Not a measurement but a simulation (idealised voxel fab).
You're looking at the process module voxel transistor to metal.
FYI the section here is cut, 275 nm wide, cells are 5 nm squares.
Notation: cross-section as square-cell grid; stated in bands, top first, going down; one or more cell rows per band. Band: top height; bottom height; in nm. Then, left to right: material with width in nm, for each material. "throughout": a single material spanning edge to edge. "blank": empty space. We count height from 0. Below that, the starting wafer is all one material. The lowest band never ends at the bottom but goes on down; see "from 0 down" for how that is written. Width spec "30..40" -> top row of cells at first value, bottom row at second value, equal per-row change in between. No cell of the cross-section changed in a step that is given as "no modifications". Voids not open to the top, 8 cells minimum: see "Non-vented voids". Written width x height at distance; distance is from the left edge; nm. Whatever follows a step's settings on its line is a remark the simulator itself makes about that step. A step's line can hold "overlay nm"; with a mask on that step, the setting says how far right of the planned place the mask lay, while a negative setting says it lay to the left. Pairs from here to the end. Each: cross-section before one process step, cross-section after it, the latter only as far down as the lowest band that changed. Under each: the step between, and its settings. Mind that the pairs may be taken from different runs of this module on the same starting wafer; whether a pair continues from the pair above depends on its entry headed "Incoming structure", and it does only where that entry says so.
## Incoming structure
from 95 to 65 | SiO2 throughout
from 65 to 60 | SiCN throughout
from 60 to 35 | 20 SiO2; 15 Ru; 65 SiO2; 15 Ru; 40 SiO2; 15 Ru; 65 SiO2; 15 Ru; 25 SiO2
from 35 to 30 | 20 SiO2; 15 TiN; 65 SiO2; 15 TiN; 40 SiO2; 15 TiN; 65 SiO2; 15 TiN; 25 SiO2
from 30 to 20 | 20 SiO2; 5 TiN; 5 W; 5 TiN; 65 SiO2; 5 TiN; 5 W; 5 TiN; 40 SiO2; 5 TiN; 5 W; 5 TiN; 65 SiO2; 5 TiN; 5 W; 5 TiN; 25 SiO2
from 20 to 5 | 20 SiO2; 5 TiN; 5 W; 5 TiN; 5 SiO2; 5 SiN; 5 HfO2; 5 TiN; 25 W; 5 TiN; 5 HfO2; 5 SiN; 5 SiO2; 5 TiN; 5 W; 5 TiN; 40 SiO2; 5 TiN; 5 W; 5 TiN; 5 SiO2; 5 SiN; 5 HfO2; 5 TiN; 25 W; 5 TiN; 5 HfO2; 5 SiN; 5 SiO2; 5 TiN; 5 W; 5 TiN; 25 SiO2
from 5 to 0 | 20 SiO2; 15 TiN; 5 SiO2; 5 SiN; 5 HfO2; 5 TiN; 25 W; 5 TiN; 5 HfO2; 5 SiN; 5 SiO2; 15 TiN; 40 SiO2; 15 TiN; 5 SiO2; 5 SiN; 5 HfO2; 5 TiN; 25 W; 5 TiN; 5 HfO2; 5 SiN; 5 SiO2; 15 TiN; 25 SiO2
from 0 to -5 | 15 SiO2; 5 SiN; 20 nSi; 5 SiN; 5 HfO2; 35 TiN; 5 HfO2; 5 SiN; 20 nSi; 5 SiN; 30 SiO2; 5 SiN; 20 nSi; 5 SiN; 5 HfO2; 35 TiN; 5 HfO2; 5 SiN; 20 nSi; 5 SiN; 20 SiO2
from -5 to -10 | 20 SiO2; 20 nSi; 5 SiO2; 45 HfO2; 5 SiO2; 20 nSi; 40 SiO2; 20 nSi; 5 SiO2; 45 HfO2; 5 SiO2; 20 nSi; 25 SiO2
from -10 to -20 | 15 SiO2; 5 Si; 20 nSi; 55 Si; 20 nSi; 5 Si; 30 SiO2; 5 Si; 20 nSi; 55 Si; 20 nSi; 5 Si; 20 SiO2
from -20 to -40 | 15 SiO2; 105 Si; 30 SiO2; 105 Si; 20 SiO2
from -40 down | Si throughout
Non-vented voids: none
## Result of Step
from 125 to 65 | SiO2 throughout
Rest of section, below 65: as before.
Non-vented voids: none
The step carried out between the cross-section before it and the cross-section after it, both shown above, is op DIRECTIONAL_DEP | material SiO2 | thk nm 30
Incoming structure: taken from the pair above, after panel.
## Result of Step
from 125 to 110 | 20 SiO2; 15 blank; 120 SiO2; 15 blank; 105 SiO2
Rest of section, below 110: as before.
Non-vented voids: none
The step carried out between the cross-section before it and the cross-section after it, both shown above, is op MASKED_ETCH | tone open | mask id METAL_2 | width nm 15 | pitch nm 135 | etch materials SiO2 | depth nm 15 | overlay nm 0
Incoming structure: taken from the pair above, after panel.
## Result of Step
from 140 to 125 | 20 aC; 15 blank; 120 aC; 15 blank; 105 aC
from 125 to 110 | 20 SiO2; 15 aC; 120 SiO2; 15 aC; 105 SiO2
Rest of section, below 110: as before.
Non-vented voids: none
The step carried out between the cross-section before it and the cross-section after it, both shown above, is op DIRECTIONAL_DEP | material aC | thk nm 15
Incoming structure: taken from the pair above, after panel.
## Result of Step
from 170 to 140 | 20 resist; 15 blank; 120 resist; 15 blank; 105 resist
Rest of section, below 140: as before.
Non-vented voids: none
The step carried out between the cross-section before it and the cross-section after it, both shown above, is op PATTERN | tone open | mask id METAL_2_HOLES | material resist | width nm 15 | pitch nm 135 | thk nm 30 | overlay nm 0
Incoming structure: taken from the pair above, after panel.
## Result of Step
from 155 to 140 | 20 resist; 15 blank; 120 resist; 15 blank; 105 resist
from 140 to 125 | 20 aC; 15 blank; 120 aC; 15 blank; 105 aC
from 125 to 110 | 20 SiO2; 15 blank; 120 SiO2; 15 blank; 105 SiO2
Rest of section, below 110: as before.
Non-vented voids: none
The step carried out between the cross-section before it and the cross-section after it, both shown above, is op DIRECTIONAL_ETCH | etch materials aC | depth nm 15
Incoming structure: taken from the pair above, after panel.
## Result of Step
from 140 to 125 | 20 aC; 15 blank; 120 aC; 15 blank; 105 aC
Rest of section, below 125: as before.
Non-vented voids: none
The step carried out between the cross-section before it and the cross-section after it, both shown above, is op STRIP | etch materials resist
Incoming structure: taken from the pair above, after panel.
## Result of Step
from 140 to 125 | 20 aC; 15 blank; 120 aC; 15 blank; 105 aC
from 125 to 95 | 20 SiO2; 15 blank; 120 SiO2; 15 blank; 105 SiO2
Rest of section, below 95: as before.
Non-vented voids: none
The step carried out between the cross-section before it and the cross-section after it, both shown above, is op DIRECTIONAL_ETCH | etch materials SiO2 | depth nm 15
Incoming structure: taken from the pair above, after panel.
## Result of Step
from 125 to 95 | 20 SiO2; 15 blank; 120 SiO2; 15 blank; 105 SiO2
Rest of section, below 95: as before.
Non-vented voids: none
The step carried out between the cross-section before it and the cross-section after it, both shown above, is op STRIP | etch materials aC
Incoming structure: taken from the pair above, after panel.
## Result of Step
from 130 to 125 | 25 TiN; 5 blank; 130 TiN; 5 blank; 110 TiN
from 125 to 100 | 20 SiO2; 5 TiN; 5 blank; 5 TiN; 120 SiO2; 5 TiN; 5 blank; 5 TiN; 105 SiO2
from 100 to 95 | 20 SiO2; 15 TiN; 120 SiO2; 15 TiN; 105 SiO2
Rest of section, below 95: as before.
Non-vented voids: none
The step carried out between the cross-section before it and the cross-section after it, both shown above, is op CONFORMAL_DEP | material TiN | thk nm 5
Incoming structure: taken from the pair above, after panel.
## Result of Step
from 140 to 130 | Cu throughout
from 130 to 125 | 25 TiN; 5 Cu; 130 TiN; 5 Cu; 110 TiN
from 125 to 100 | 20 SiO2; 5 TiN; 5 Cu; 5 TiN; 120 SiO2; 5 TiN; 5 Cu; 5 TiN; 105 SiO2
Rest of section, below 100: as before.
Non-vented voids: none
The step carried out between the cross-section before it and the cross-section after it, both shown above, is op FILL_DEP | material Cu | thk nm 10
Incoming structure: taken from the pair above, after panel.
## Result of Step
from 95 to 65 | SiO2 throughout
Rest of section, below 65: as before.
Non-vented voids: none
The step carried out between the cross-section before it and the cross-section after it, both shown above, is op CMP | height nm 95
Incoming structure: taken from the pair above, after panel.
## Result of Step
from 100 to 95 | SiN throughout
Rest of section, below 95: as before.
Non-vented voids: none
The step carried out between the cross-section before it and the cross-section after it, both shown above, is op CONFORMAL_DEP | material SiN | thk nm 5
## Incoming structure
from 30 to 25 | 35 blank; 15 TiN; 35 blank; 15 TiN; 70 blank; 15 TiN; 35 blank; 15 TiN; 40 blank
from 25 to 20 | 40 TiN; 5 SiN; 5 TiN; 35 blank; 5 TiN; 5 SiN; 80 TiN; 5 SiN; 5 TiN; 35 blank; 5 TiN; 5 SiN; 45 TiN
from 20 to 0 | 40 SiO2; 5 SiN; 5 TiN; 35 blank; 5 TiN; 5 SiN; 80 SiO2; 5 SiN; 5 TiN; 35 blank; 5 TiN; 5 SiN; 45 SiO2
from 0 to -5 | 15 SiO2; 5 SiN; 20 nSi; 5 SiN; 5 TiN; 35 blank; 5 TiN; 5 SiN; 20 nSi; 5 SiN; 30 SiO2; 5 SiN; 20 nSi; 5 SiN; 5 TiN; 35 blank; 5 TiN; 5 SiN; 20 nSi; 5 SiN; 20 SiO2
from -5 to -10 | 20 SiO2; 20 nSi; 5 SiO2; 45 TiN; 5 SiO2; 20 nSi; 40 SiO2; 20 nSi; 5 SiO2; 45 TiN; 5 SiO2; 20 nSi; 25 SiO2
from -10 to -20 | 15 SiO2; 5 Si; 20 nSi; 55 Si; 20 nSi; 5 Si; 30 SiO2; 5 Si; 20 nSi; 55 Si; 20 nSi; 5 Si; 20 SiO2
from -20 to -40 | 15 SiO2; 105 Si; 30 SiO2; 105 Si; 20 SiO2
from -40 down | Si throughout
Non-vented voids: none
## Result of Step
from 35 to 30 | 30 blank; 25 HfO2; 25 blank; 25 HfO2; 60 blank; 25 HfO2; 25 blank; 25 HfO2; 35 blank
from 30 to 25 | 35 HfO2; 15 TiN; 5 HfO2; 25 blank; 5 HfO2; 15 TiN; 70 HfO2; 15 TiN; 5 HfO2; 25 blank; 5 HfO2; 15 TiN; 40 HfO2
from 25 to 20 | 40 TiN; 5 SiN; 5 TiN; 5 HfO2; 25 blank; 5 HfO2; 5 TiN; 5 SiN; 80 TiN; 5 SiN; 5 TiN; 5 HfO2; 25 blank; 5 HfO2; 5 TiN; 5 SiN; 45 TiN
from 20 to 0 | 40 SiO2; 5 SiN; 5 TiN; 5 HfO2; 25 blank; 5 HfO2; 5 TiN; 5 SiN; 80 SiO2; 5 SiN; 5 TiN; 5 HfO2; 25 blank; 5 HfO2; 5 TiN; 5 SiN; 45 SiO2
from 0 to -5 | 15 SiO2; 5 SiN; 20 nSi; 5 SiN; 5 TiN; 35 HfO2; 5 TiN; 5 SiN; 20 nSi; 5 SiN; 30 SiO2; 5 SiN; 20 nSi; 5 SiN; 5 TiN; 35 HfO2; 5 TiN; 5 SiN; 20 nSi; 5 SiN; 20 SiO2
Rest of section, below -5: as before.
Non-vented voids: none
The step carried out between the cross-section before it and the cross-section after it, both shown above, is op CONFORMAL_DEP | material HfO2 | thk nm 5
Incoming structure: taken from the pair above, after panel.
## Result of Step
from 45 to 35 | W throughout
from 35 to 30 | 30 W; 25 HfO2; 25 W; 25 HfO2; 60 W; 25 HfO2; 25 W; 25 HfO2; 35 W
from 30 to 25 | 35 HfO2; 15 TiN; 5 HfO2; 25 W; 5 HfO2; 15 TiN; 70 HfO2; 15 TiN; 5 HfO2; 25 W; 5 HfO2; 15 TiN; 40 HfO2
from 25 to 20 | 40 TiN; 5 SiN; 5 TiN; 5 HfO2; 25 W; 5 HfO2; 5 TiN; 5 SiN; 80 TiN; 5 SiN; 5 TiN; 5 HfO2; 25 W; 5 HfO2; 5 TiN; 5 SiN; 45 TiN
from 20 to 0 | 40 SiO2; 5 SiN; 5 TiN; 5 HfO2; 25 W; 5 HfO2; 5 TiN; 5 SiN; 80 SiO2; 5 SiN; 5 TiN; 5 HfO2; 25 W; 5 HfO2; 5 TiN; 5 SiN; 45 SiO2
Rest of section, below 0: as before.
Non-vented voids: none
The step carried out between the cross-section before it and the cross-section after it, both shown above, is op FILL_DEP | material W | thk nm 10
Incoming structure: taken from the pair above, after panel.
## Result of Step
from 20 to 0 | 40 SiO2; 5 SiN; 5 TiN; 5 HfO2; 25 W; 5 HfO2; 5 TiN; 5 SiN; 80 SiO2; 5 SiN; 5 TiN; 5 HfO2; 25 W; 5 HfO2; 5 TiN; 5 SiN; 45 SiO2
Rest of section, below 0: as before.
Non-vented voids: none
The step carried out between the cross-section before it and the cross-section after it, both shown above, is op CMP | height nm 20
Incoming structure: taken from the pair above, after panel.
## Result of Step
from 30 to 20 | SiO2 throughout
Rest of section, below 20: as before.
Non-vented voids: none
The step carried out between the cross-section before it and the cross-section after it, both shown above, is op DIRECTIONAL_DEP | material SiO2 | thk nm 10
Incoming structure: taken from the pair above, after panel.
## Result of Step
from 45 to 30 | 20 resist; 15 blank; 65 resist; 15 blank; 40 resist; 15 blank; 65 resist; 15 blank; 25 resist
Rest of section, below 30: as before.
Non-vented voids: none
The step carried out between the cross-section before it and the cross-section after it, both shown above, is op PATTERN | tone open | mask id CONTACT | material resist | width nm 15 | thk nm 15 | overlay nm 0
Incoming structure: taken from the pair above, after panel.
## Result of Step
from 45 to 30 | 20 resist; 15 blank; 65 resist; 15 blank; 40 resist; 15 blank; 65 resist; 15 blank; 25 resist
from 30 to 20 | 20 SiO2; 15 blank; 65 SiO2; 15 blank; 40 SiO2; 15 blank; 65 SiO2; 15 blank; 25 SiO2
from 20 to 0 | 20 SiO2; 15 blank; 5 SiO2; 5 SiN; 5 TiN; 5 HfO2; 25 W; 5 HfO2; 5 TiN; 5 SiN; 5 SiO2; 15 blank; 40 SiO2; 15 blank; 5 SiO2; 5 SiN; 5 TiN; 5 HfO2; 25 W; 5 HfO2; 5 TiN; 5 SiN; 5 SiO2; 15 blank; 25 SiO2
Rest of section, below 0: as before.
Non-vented voids: none
The step carried out between the cross-section before it and the cross-section after it, both shown above, is op DIRECTIONAL_ETCH | etch materials SiO2 | depth nm 30
Incoming structure: taken from the pair above, after panel.
## Result of Step
from 30 to 20 | 20 SiO2; 15 blank; 65 SiO2; 15 blank; 40 SiO2; 15 blank; 65 SiO2; 15 blank; 25 SiO2
Rest of section, below 20: as before.
Non-vented voids: none
The step carried out between the cross-section before it and the cross-section after it, both shown above, is op STRIP | etch materials resist
Incoming structure: taken from the pair above, after panel.
## Result of Step
from 35 to 30 | 25 TiN; 5 blank; 75 TiN; 5 blank; 50 TiN; 5 blank; 75 TiN; 5 blank; 30 TiN
from 30 to 20 | 20 SiO2; 5 TiN; 5 blank; 5 TiN; 65 SiO2; 5 TiN; 5 blank; 5 TiN; 40 SiO2; 5 TiN; 5 blank; 5 TiN; 65 SiO2; 5 TiN; 5 blank; 5 TiN; 25 SiO2
from 20 to 5 | 20 SiO2; 5 TiN; 5 blank; 5 TiN; 5 SiO2; 5 SiN; 5 TiN; 5 HfO2; 25 W; 5 HfO2; 5 TiN; 5 SiN; 5 SiO2; 5 TiN; 5 blank; 5 TiN; 40 SiO2; 5 TiN; 5 blank; 5 TiN; 5 SiO2; 5 SiN; 5 TiN; 5 HfO2; 25 W; 5 HfO2; 5 TiN; 5 SiN; 5 SiO2; 5 TiN; 5 blank; 5 TiN; 25 SiO2
from 5 to 0 | 20 SiO2; 15 TiN; 5 SiO2; 5 SiN; 5 TiN; 5 HfO2; 25 W; 5 HfO2; 5 TiN; 5 SiN; 5 SiO2; 15 TiN; 40 SiO2; 15 TiN; 5 SiO2; 5 SiN; 5 TiN; 5 HfO2; 25 W; 5 HfO2; 5 TiN; 5 SiN; 5 SiO2; 15 TiN; 25 SiO2
Rest of section, below 0: as before.
Non-vented voids: none
The step carried out between the cross-section before it and the cross-section after it, both shown above, is op CONFORMAL_DEP | material TiN | thk nm 5
Incoming structure: taken from the pair above, after panel.
## Result of Step
from 45 to 35 | W throughout
from 35 to 30 | 25 TiN; 5 W; 75 TiN; 5 W; 50 TiN; 5 W; 75 TiN; 5 W; 30 TiN
from 30 to 20 | 20 SiO2; 5 TiN; 5 W; 5 TiN; 65 SiO2; 5 TiN; 5 W; 5 TiN; 40 SiO2; 5 TiN; 5 W; 5 TiN; 65 SiO2; 5 TiN; 5 W; 5 TiN; 25 SiO2
from 20 to 5 | 20 SiO2; 5 TiN; 5 W; 5 TiN; 5 SiO2; 5 SiN; 5 TiN; 5 HfO2; 25 W; 5 HfO2; 5 TiN; 5 SiN; 5 SiO2; 5 TiN; 5 W; 5 TiN; 40 SiO2; 5 TiN; 5 W; 5 TiN; 5 SiO2; 5 SiN; 5 TiN; 5 HfO2; 25 W; 5 HfO2; 5 TiN; 5 SiN; 5 SiO2; 5 TiN; 5 W; 5 TiN; 25 SiO2
Rest of section, below 5: as before.
Non-vented voids: none
The step carried out between the cross-section before it and the cross-section after it, both shown above, is op FILL_DEP | material W | thk nm 10
Incoming structure: taken from the pair above, after panel.
## Result of Step
from 30 to 20 | 20 SiO2; 5 TiN; 5 W; 5 TiN; 65 SiO2; 5 TiN; 5 W; 5 TiN; 40 SiO2; 5 TiN; 5 W; 5 TiN; 65 SiO2; 5 TiN; 5 W; 5 TiN; 25 SiO2
Rest of section, below 20: as before.
Non-vented voids: none
The step carried out between the cross-section before it and the cross-section after it, both shown above, is op CMP | height nm 30
Incoming structure: taken from the pair above, after panel.
## Result of Step
from 35 to 30 | TiN throughout
Rest of section, below 30: as before.
Non-vented voids: none
The step carried out between the cross-section before it and the cross-section after it, both shown above, is op DIRECTIONAL_DEP | material TiN | thk nm 5
Incoming structure: taken from the pair above, after panel.
## Result of Step
from 60 to 35 | Ru throughout
Rest of section, below 35: as before.
Non-vented voids: none
The step carried out between the cross-section before it and the cross-section after it, both shown above, is op DIRECTIONAL_DEP | material Ru | thk nm 25
Incoming structure: taken from the pair above, after panel.
## Result of Step
from 75 to 60 | aC throughout
Rest of section, below 60: as before.
Non-vented voids: none
The step carried out between the cross-section before it and the cross-section after it, both shown above, is op DIRECTIONAL_DEP | material aC | thk nm 15
Incoming structure: taken from the pair above, after panel.
## Result of Step
from 110 to 75 | 20 blank; 15 resist; 65 blank; 15 resist; 40 blank; 15 resist; 65 blank; 15 resist; 25 blank
Rest of section, below 75: as before.
Non-vented voids: none
The step carried out between the cross-section before it and the cross-section after it, both shown above, is op PATTERN | tone cover | mask id METAL_1 | material resist | width nm 15 | thk nm 35 | overlay nm 0
Incoming structure: taken from the pair above, after panel.
## Result of Step
from 95 to 75 | 20 blank; 15 resist; 65 blank; 15 resist; 40 blank; 15 resist; 65 blank; 15 resist; 25 blank
from 75 to 60 | 20 blank; 15 aC; 65 blank; 15 aC; 40 blank; 15 aC; 65 blank; 15 aC; 25 blank
Rest of section, below 60: as before.
Non-vented voids: none
The step carried out between the cross-section before it and the cross-section after it, both shown above, is op DIRECTIONAL_ETCH | etch materials aC | depth nm 15
Incoming structure: taken from the pair above, after panel.
## Result of Step
from 75 to 60 | 20 blank; 15 aC; 65 blank; 15 aC; 40 blank; 15 aC; 65 blank; 15 aC; 25 blank
Rest of section, below 60: as before.
Non-vented voids: none
The step carried out between the cross-section before it and the cross-section after it, both shown above, is op STRIP | etch materials resist
Incoming structure: taken from the pair above, after panel.
## Result of Step
from 75 to 60 | 20 blank; 15 aC; 65 blank; 15 aC; 40 blank; 15 aC; 65 blank; 15 aC; 25 blank
from 60 to 35 | 20 blank; 15 Ru; 65 blank; 15 Ru; 40 blank; 15 Ru; 65 blank; 15 Ru; 25 blank
Rest of section, below 35: as before.
Non-vented voids: none
The step carried out between the cross-section before it and the cross-section after it, both shown above, is op DIRECTIONAL_ETCH | etch materials Ru | depth nm 25
Incoming structure: taken from the pair above, after panel.
## Result of Step
from 75 to 60 | 20 blank; 15 aC; 65 blank; 15 aC; 40 blank; 15 aC; 65 blank; 15 aC; 25 blank
from 60 to 35 | 20 blank; 15 Ru; 65 blank; 15 Ru; 40 blank; 15 Ru; 65 blank; 15 Ru; 25 blank
from 35 to 30 | 20 blank; 15 TiN; 65 blank; 15 TiN; 40 blank; 15 TiN; 65 blank; 15 TiN; 25 blank
Rest of section, below 30: as before.
Non-vented voids: none
The step carried out between the cross-section before it and the cross-section after it, both shown above, is op DIRECTIONAL_ETCH | etch materials TiN | depth nm 5
Incoming structure: taken from the pair above, after panel.
## Result of Step
from 60 to 35 | 20 blank; 15 Ru; 65 blank; 15 Ru; 40 blank; 15 Ru; 65 blank; 15 Ru; 25 blank
Rest of section, below 35: as before.
Non-vented voids: none
The step carried out between the cross-section before it and the cross-section after it, both shown above, is op STRIP | etch materials aC
Incoming structure: taken from the pair above, after panel.
## Result of Step
from 65 to 60 | SiO2 throughout
from 60 to 35 | 20 SiO2; 15 Ru; 65 SiO2; 15 Ru; 40 SiO2; 15 Ru; 65 SiO2; 15 Ru; 25 SiO2
from 35 to 30 | 20 SiO2; 15 TiN; 65 SiO2; 15 TiN; 40 SiO2; 15 TiN; 65 SiO2; 15 TiN; 25 SiO2
Rest of section, below 30: as before.
Non-vented voids: none
The step carried out between the cross-section before it and the cross-section after it, both shown above, is op FILL_DEP | material SiO2 | thk nm 5
Incoming structure: taken from the pair above, after panel.
## Result of Step
from 60 to 35 | 20 SiO2; 15 Ru; 65 SiO2; 15 Ru; 40 SiO2; 15 Ru; 65 SiO2; 15 Ru; 25 SiO2
Rest of section, below 35: as before.
Non-vented voids: none
The step carried out between the cross-section before it and the cross-section after it, both shown above, is op CMP | height nm 60
Incoming structure: taken from the pair above, after panel.
## Result of Step
from 65 to 60 | SiCN throughout
Rest of section, below 60: as before.
Non-vented voids: none
The step carried out between the cross-section before it and the cross-section after it, both shown above, is op CONFORMAL_DEP | material SiCN | thk nm 5
Incoming structure: taken from the pair above, after panel.
## Result of Step
from 95 to 65 | SiO2 throughout
Rest of section, below 65: as before.
Non-vented voids: none
The step carried out between the cross-section before it and the cross-section after it, both shown above, is op DIRECTIONAL_DEP | material SiO2 | thk nm 30
Incoming structure: taken from the pair above, after panel.
## Result of Step
from 95 to 80 | 20 SiO2; 15 blank; 120 SiO2; 15 blank; 105 SiO2
Rest of section, below 80: as before.
Non-vented voids: none
The step carried out between the cross-section before it and the cross-section after it, both shown above, is op MASKED_ETCH | tone open | mask id METAL_2 | width nm 15 | pitch nm 135 | etch materials SiO2 | depth nm 15 | overlay nm 0
Incoming structure: taken from the pair above, after panel.
## Result of Step
from 110 to 95 | 20 aC; 15 blank; 120 aC; 15 blank; 105 aC
from 95 to 80 | 20 SiO2; 15 aC; 120 SiO2; 15 aC; 105 SiO2
Rest of section, below 80: as before.
Non-vented voids: none
The step carried out between the cross-section before it and the cross-section after it, both shown above, is op DIRECTIONAL_DEP | material aC | thk nm 15
Incoming structure: taken from the pair above, after panel.
## Result of Step
from 140 to 110 | 20 resist; 15 blank; 120 resist; 15 blank; 105 resist
Rest of section, below 110: as before.
Non-vented voids: none
The step carried out between the cross-section before it and the cross-section after it, both shown above, is op PATTERN | tone open | mask id METAL_2_HOLES | material resist | width nm 15 | pitch nm 135 | thk nm 30 | overlay nm 0
Incoming structure: taken from the pair above, after panel.
## Result of Step
from 125 to 110 | 20 resist; 15 blank; 120 resist; 15 blank; 105 resist
from 110 to 95 | 20 aC; 15 blank; 120 aC; 15 blank; 105 aC
from 95 to 80 | 20 SiO2; 15 blank; 120 SiO2; 15 blank; 105 SiO2
Rest of section, below 80: as before.
Non-vented voids: none
The step carried out between the cross-section before it and the cross-section after it, both shown above, is op DIRECTIONAL_ETCH | etch materials aC | depth nm 15
Incoming structure: taken from the pair above, after panel.
## Result of Step
from 110 to 95 | 20 aC; 15 blank; 120 aC; 15 blank; 105 aC
Rest of section, below 95: as before.
Non-vented voids: none
The step carried out between the cross-section before it and the cross-section after it, both shown above, is op STRIP | etch materials resist
Incoming structure: taken from the pair above, after panel.
## Result of Step
from 110 to 95 | 20 aC; 15 blank; 120 aC; 15 blank; 105 aC
from 95 to 65 | 20 SiO2; 15 blank; 120 SiO2; 15 blank; 105 SiO2
Rest of section, below 65: as before.
Non-vented voids: none
The step carried out between the cross-section before it and the cross-section after it, both shown above, is op DIRECTIONAL_ETCH | etch materials SiO2 | depth nm 15
Incoming structure: taken from the pair above, after panel.
## Result of Step
from 110 to 95 | 20 aC; 15 blank; 120 aC; 15 blank; 105 aC
from 95 to 65 | 20 SiO2; 15 blank; 120 SiO2; 15 blank; 105 SiO2
from 65 to 60 | 20 SiCN; 15 blank; 120 SiCN; 15 blank; 105 SiCN
Rest of section, below 60: as before.
Non-vented voids: none
The step carried out between the cross-section before it and the cross-section after it, both shown above, is op DIRECTIONAL_ETCH | etch materials SiCN | depth nm 5
Incoming structure: taken from the pair above, after panel.
## Result of Step
from 95 to 65 | 20 SiO2; 15 blank; 120 SiO2; 15 blank; 105 SiO2
Rest of section, below 65: as before.
Non-vented voids: none
The step carried out between the cross-section before it and the cross-section after it, both shown above, is op STRIP | etch materials aC
Incoming structure: taken from the pair above, after panel.
## Result of Step
from 100 to 95 | 25 TiN; 5 blank; 130 TiN; 5 blank; 110 TiN
from 95 to 65 | 20 SiO2; 5 TiN; 5 blank; 5 TiN; 120 SiO2; 5 TiN; 5 blank; 5 TiN; 105 SiO2
from 65 to 60 | 20 SiCN; 15 TiN; 120 SiCN; 15 TiN; 105 SiCN
Rest of section, below 60: as before.
Non-vented voids: none
The step carried out between the cross-section before it and the cross-section after it, both shown above, is op CONFORMAL_DEP | material TiN | thk nm 5
Incoming structure: taken from the pair above, after panel.
## Result of Step
from 110 to 100 | Cu throughout
from 100 to 95 | 25 TiN; 5 Cu; 130 TiN; 5 Cu; 110 TiN
from 95 to 65 | 20 SiO2; 5 TiN; 5 Cu; 5 TiN; 120 SiO2; 5 TiN; 5 Cu; 5 TiN; 105 SiO2
Rest of section, below 65: as before.
Non-vented voids: none
The step carried out between the cross-section before it and the cross-section after it, both shown above, is op FILL_DEP | material Cu | thk nm 10
Incoming structure: taken from the pair above, after panel.
## Result of Step
from 95 to 65 | 20 SiO2; 5 TiN; 5 Cu; 5 TiN; 120 SiO2; 5 TiN; 5 Cu; 5 TiN; 105 SiO2
Rest of section, below 65: as before.
Non-vented voids: none
The step carried out between the cross-section before it and the cross-section after it, both shown above, is op CMP | height nm 95
Incoming structure: taken from the pair above, after panel.
## Result of Step
from 100 to 95 | SiN throughout
Rest of section, below 95: as before.
Non-vented voids: none
The step carried out between the cross-section before it and the cross-section after it, both shown above, is op CONFORMAL_DEP | material SiN | thk nm 5
## Incoming structure
from 45 to 40 | 45 blank; 45 SiO2; 90 blank; 45 SiO2; 50 blank
from 40 to 25 | 45 blank; 5 SiO2; 35 SiCN; 5 SiO2; 90 blank; 5 SiO2; 35 SiCN; 5 SiO2; 50 blank
from 25 to 5 | 45 blank; 5 SiO2; 35 polySi; 5 SiO2; 90 blank; 5 SiO2; 35 polySi; 5 SiO2; 50 blank
from 5 to 0 | 15 SiO2; 30 blank; 5 SiO2; 35 polySi; 5 SiO2; 30 blank; 30 SiO2; 30 blank; 5 SiO2; 35 polySi; 5 SiO2; 30 blank; 20 SiO2
from 0 to -5 | 50 SiO2; 35 polySi; 100 SiO2; 35 polySi; 55 SiO2
from -5 to -10 | SiO2 throughout
from -10 to -40 | 15 SiO2; 105 Si; 30 SiO2; 105 Si; 20 SiO2
from -40 down | Si throughout
Non-vented voids: none
## Result of Step
from 40 to 30 | 50 blank; 35 SiCN; 100 blank; 35 SiCN; 55 blank
from 30 to 25 | 45 blank; 5 SiO2; 35 SiCN; 5 SiO2; 90 blank; 5 SiO2; 35 SiCN; 5 SiO2; 50 blank
from 25 to -5 | 45 blank; 5 SiO2; 35 polySi; 5 SiO2; 90 blank; 5 SiO2; 35 polySi; 5 SiO2; 50 blank
from -5 to -10 | 45 blank; 45 SiO2; 90 blank; 45 SiO2; 50 blank
Rest of section, below -10: as before.
Non-vented voids: none
The step carried out between the cross-section before it and the cross-section after it, both shown above, is op DIRECTIONAL_ETCH | etch materials SiO2 | depth nm 15
Incoming structure: taken from the pair above, after panel.
## Result of Step
from 45 to 40 | 45 blank; 45 SiN; 90 blank; 45 SiN; 50 blank
from 40 to 30 | 45..40 blank; 5..10 SiN; 35 SiCN; 5..10 SiN; 90..80 blank; 5..10 SiN; 35 SiCN; 5..10 SiN; 50..45 blank
from 30 to 25 | 40 blank; 5 SiN; 5 SiO2; 35 SiCN; 5 SiO2; 5 SiN; 80 blank; 5 SiN; 5 SiO2; 35 SiCN; 5 SiO2; 5 SiN; 45 blank
from 25 to -5 | 40 blank; 5 SiN; 5 SiO2; 35 polySi; 5 SiO2; 5 SiN; 80 blank; 5 SiN; 5 SiO2; 35 polySi; 5 SiO2; 5 SiN; 45 blank
from -5 to -10 | 45 SiN; 45 SiO2; 90 SiN; 45 SiO2; 50 SiN
Rest of section, below -10: as before.
Non-vented voids: none
The step carried out between the cross-section before it and the cross-section after it, both shown above, is op CONFORMAL_DEP | material SiN | thk nm 5
Incoming structure: taken from the pair above, after panel.
## Result of Step
from 40 to 30 | 45 blank; 5 SiN; 35 SiCN; 5 SiN; 90 blank; 5 SiN; 35 SiCN; 5 SiN; 50 blank
from 30 to 25 | 40 blank; 5 SiN; 5 SiO2; 35 SiCN; 5 SiO2; 5 SiN; 80 blank; 5 SiN; 5 SiO2; 35 SiCN; 5 SiO2; 5 SiN; 45 blank
from 25 to -5 | 40 blank; 5 SiN; 5 SiO2; 35 polySi; 5 SiO2; 5 SiN; 80 blank; 5 SiN; 5 SiO2; 35 polySi; 5 SiO2; 5 SiN; 45 blank
from -5 to -10 | 40 blank; 5 SiN; 45 SiO2; 5 SiN; 80 blank; 5 SiN; 45 SiO2; 5 SiN; 45 blank
Rest of section, below -10: as before.
Non-vented voids: none
The step carried out between the cross-section before it and the cross-section after it, both shown above, is op DIRECTIONAL_ETCH | etch materials SiN | depth nm 5
Incoming structure: taken from the pair above, after panel.
## Result of Step
from 40 to 30 | 45 blank; 5 SiN; 35 SiCN; 5 SiN; 90 blank; 5 SiN; 35 SiCN; 5 SiN; 50 blank
from 30 to 25 | 40 blank; 5 SiN; 5 SiO2; 35 SiCN; 5 SiO2; 5 SiN; 80 blank; 5 SiN; 5 SiO2; 35 SiCN; 5 SiO2; 5 SiN; 45 blank
from 25 to -5 | 40 blank; 5 SiN; 5 SiO2; 35 polySi; 5 SiO2; 5 SiN; 80 blank; 5 SiN; 5 SiO2; 35 polySi; 5 SiO2; 5 SiN; 45 blank
from -5 to -10 | 40 blank; 5 SiN; 45 SiO2; 5 SiN; 80 blank; 5 SiN; 45 SiO2; 5 SiN; 45 blank
from -10 to -15 | 15 blank; 105 Si; 30 blank; 105 Si; 20 blank
Rest of section, below -15: as before.
Non-vented voids: none
The step carried out between the cross-section before it and the cross-section after it, both shown above, is op DIRECTIONAL_ETCH | etch materials SiO2 | depth nm 5
